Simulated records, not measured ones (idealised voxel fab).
Process module name: voxel self aligned vias
We display cut, a cross-section 260 nm in width whose square cells are each 5 nm.
Cross-sections here: square-cell grids, written as top-down lists of bands, a band being one or more rows of cells. Within each band entry, the heights of the top and of the bottom of the band appear first, in that order and in nm; the materials of the band then follow from left to right, each with its corresponding width in nm. The designation "edge to edge" on a single material indicates that it fills the band from edge to edge; the designation "empty" indicates empty space. Height is counted from the level 0, under which the received wafer is composed throughout of one material. The lowest of the bands is not closed at the bottom but continues downward, in the notation "from 0 down". A two-number width, for instance "30 to 40", indicates that the width is equal to the first number in the top row of the band and to the second number in the bottom row, and that it changes by a constant amount per row of cells. The designation "no modification", where it is given for a processing step, indicates that no cell of the cross-section was altered in the course of that step. What "Sealed internal voids" gives you is every empty space of 8 cells or more that is cut off from the top. Each appears as width x height at distance, with the distance taken from the left edge and width, height and distance all in nm. On each step's line, the part that comes after the settings is the simulator's own comment on the step. overlay nm, on a step with a mask: how far to the right of its planned place the mask lay; to the left if negative.
Process steps (planned):
1. RECEIVE, material Si
2. CONFORMAL_DEP, material SiO2, thk nm 10
3. CONFORMAL_DEP, material SiCN, thk nm 5
4. DIRECTIONAL_DEP, material SiO2, thk nm 30
5. MASKED_ETCH, tone open, mask id LINES, width nm 20, pitch nm 55, etch materials SiO2, depth nm 30, overlay nm 0
6. CONFORMAL_DEP, material TiN, thk nm 5
7. FILL_DEP, material Ru, thk nm 5
8. CMP, height nm 45
9. SELECTIVE_ETCH, etch materials W Ru TiN, depth nm 5
10. FILL_DEP, material SiN, thk nm 5
11. CMP, height nm 45
12. DIRECTIONAL_DEP, material SiO2, thk nm 15
13. MASKED_ETCH, tone open, mask id VIAS, width nm 30, pitch nm 55, etch materials SiO2, depth nm 15, overlay nm 0
14. MASKED_ETCH, tone open, mask id VIAS, width nm 30, pitch nm 55, etch materials SiN, depth nm 5, overlay nm 0
15. CONFORMAL_DEP, material TiN, thk nm 5
16. FILL_DEP, material Cu, thk nm 10
17. CMP, height nm 60
18. CONFORMAL_DEP, material SiN, thk nm 5
As-received state of the wafer in cross-section, equivalent to post-step 1:
* from 0 down | Si edge to edge
* Sealed internal voids: none
Module complete - cross-section of the first of two wafers, run according to plan:
* from 65 to 60 | SiN edge to edge
* from 60 to 50 | SiO2 60 nm  TiN 5 nm  Cu 20 nm  TiN 5 nm  SiO2 25 nm  TiN 5 nm  Cu 20 nm  TiN 5 nm  SiO2 25 nm  TiN 5 nm  Cu 20 nm  TiN 5 nm  SiO2 60 nm
* from 50 to 45 | SiO2 60 nm  TiN 10 nm  Cu 10 nm  TiN 10 nm  SiO2 25 nm  TiN 10 nm  Cu 10 nm  TiN 10 nm  SiO2 25 nm  TiN 10 nm  Cu 10 nm  TiN 10 nm  SiO2 60 nm
* from 45 to 40 | SiO2 65 nm  TiN 20 nm  SiO2 35 nm  TiN 20 nm  SiO2 35 nm  TiN 20 nm  SiO2 65 nm
* from 40 to 20 | SiO2 65 nm  TiN 5 nm  Ru 10 nm  TiN 5 nm  SiO2 35 nm  TiN 5 nm  Ru 10 nm  TiN 5 nm  SiO2 35 nm  TiN 5 nm  Ru 10 nm  TiN 5 nm  SiO2 65 nm
* from 20 to 15 | SiO2 65 nm  TiN 20 nm  SiO2 35 nm  TiN 20 nm  SiO2 35 nm  TiN 20 nm  SiO2 65 nm
* from 15 to 10 | SiCN edge to edge
* from 10 to 0 | SiO2 edge to edge
* from 0 down | Si edge to edge
* Sealed internal voids: none
Cross-section at end of module for the second wafer of two, which matched the first in starting point and plan and differed by one mistake in its processing:
* from 65 to 60 | SiN edge to edge
* from 60 to 50 | SiO2 60 nm  TiN 5 nm  Cu 20 nm  TiN 5 nm  SiO2 25 nm  TiN 5 nm  Cu 20 nm  TiN 5 nm  SiO2 25 nm  TiN 5 nm  Cu 20 nm  TiN 5 nm  SiO2 60 nm
* from 50 to 45 | SiO2 60 nm  TiN 10 nm  Cu 10 nm  TiN 10 nm  SiO2 25 nm  TiN 10 nm  Cu 10 nm  TiN 10 nm  SiO2 25 nm  TiN 10 nm  Cu 10 nm  TiN 10 nm  SiO2 60 nm
* from 45 to 40 | SiO2 65 nm  TiN 20 nm  SiO2 35 nm  TiN 20 nm  SiO2 35 nm  TiN 20 nm  SiO2 65 nm
* from 40 to 20 | SiO2 65 nm  TiN 5 nm  Ru 10 nm  TiN 5 nm  SiO2 35 nm  TiN 5 nm  Ru 10 nm  TiN 5 nm  SiO2 35 nm  TiN 5 nm  Ru 10 nm  TiN 5 nm  SiO2 65 nm
* from 20 to 15 | SiO2 65 nm  TiN 20 nm  SiO2 35 nm  TiN 20 nm  SiO2 35 nm  TiN 20 nm  SiO2 65 nm
* from 15 to 5 | SiO2 edge to edge
* from 5 to 0 | SiCN edge to edge
* from 0 down | Si edge to edge
* Sealed internal voids: none
Deviation from plan: order of steps 2 and 3 inverted relative to the plan
The two final wafers agree on how many cells each material fills and disagree on which cells those are.
